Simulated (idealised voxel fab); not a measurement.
The process module that follows is named voxel spacer lines.
Square cells of 5 nm make up the cross-section cut, whose width is 245 nm.
We lay out every cross-section as a grid of square cells and spell it out in bands from the top down, where one band means one or more rows of cells.
It is stipulated that each band's entry specify, in nanometres, the height of the top of the band and then that of its bottom, followed by the materials of the band in left-to-right sequence, each together with its width in nanometres. A single material marked by the word "full width" is understood to fill the band from edge to edge; the word "air" is understood to denote empty space.
Below 0: as-received wafer, all one material; heights counted from there. Lowest band: no bottom, goes on down, written "top 0, no bottom".
Per-row width for "30 to 40": begins at first number (top row of band), ends at second number (bottom row), increment between rows held constant.
Any step labelled "left unchanged" changed none of the cells in the cross-section.
Listed in "Listed closed voids": every empty space of 8 or more cells without an open way to the top. Form: width x height at distance, the distance being from the left edge, all in nm.
Text after the settings on a step's line: the simulator's own remark on that step.
Regarding "overlay nm": on a step with a mask, it is the distance the mask lay to the right of its planned place; a negative value places it to the left.

## This section lists the process steps that were planned
1,RECEIVE, material Si
2,CONFORMAL_DEP, material Al2O3, thk nm 5
3,DIRECTIONAL_DEP, material W, thk nm 20
4,DIRECTIONAL_DEP, material aC, thk nm 25
5,PATTERN, tone cover, mask id MANDREL, material resist, width nm 25, pitch nm 70, thk nm 30, overlay nm 0
6,DIRECTIONAL_ETCH, etch materials aC, depth nm 25
7,STRIP, etch materials resist
8,CONFORMAL_DEP, material SiO2, thk nm 10
9,DIRECTIONAL_ETCH, etch materials SiO2, depth nm 10
10,STRIP, etch materials aC
11,DIRECTIONAL_ETCH, etch materials W, depth nm 20
12,STRIP, etch materials SiO2

## Cross-section of the incoming wafer, state after step 1
top 0, no bottom  Si full width
Listed closed voids: none

## End-of-module XS, first of two wafers, run as planned
top 25, bottom 5  65 of air, then 10 of W, then 25 of air, then 10 of W, then 25 of air, then 10 of W, then 25 of air, then 10 of W, then 65 of air
top 5, bottom 0  Al2O3 full width
top 0, no bottom  Si full width
Listed closed voids: none

## Wafer two cross-section, module end. Start and plan unchanged from wafer one; one mistake made during the run
top 50, bottom 40  75 of air, then 25 of aC, then 45 of air, then 25 of aC, then 75 of air
top 40, bottom 25  65 of air, then 10 of W, then 25 of aC, then 10 of W, then 25 of air, then 10 of W, then 25 of aC, then 10 of W, then 65 of air
top 25, bottom 15  65 of air, then 45 of W, then 25 of air, then 45 of W, then 65 of air
top 15, bottom 5  W full width
top 5, bottom 0  Al2O3 full width
top 0, no bottom  Si full width
Listed closed voids: none
Which mistake was made when the wafer was run? heads up, step 8 didn't go per plan, it actually ran as CONFORMAL_DEP, material W, thk nm 10
Materials where the second wafer ends with more or fewer cells than the first: W +126; aC +50
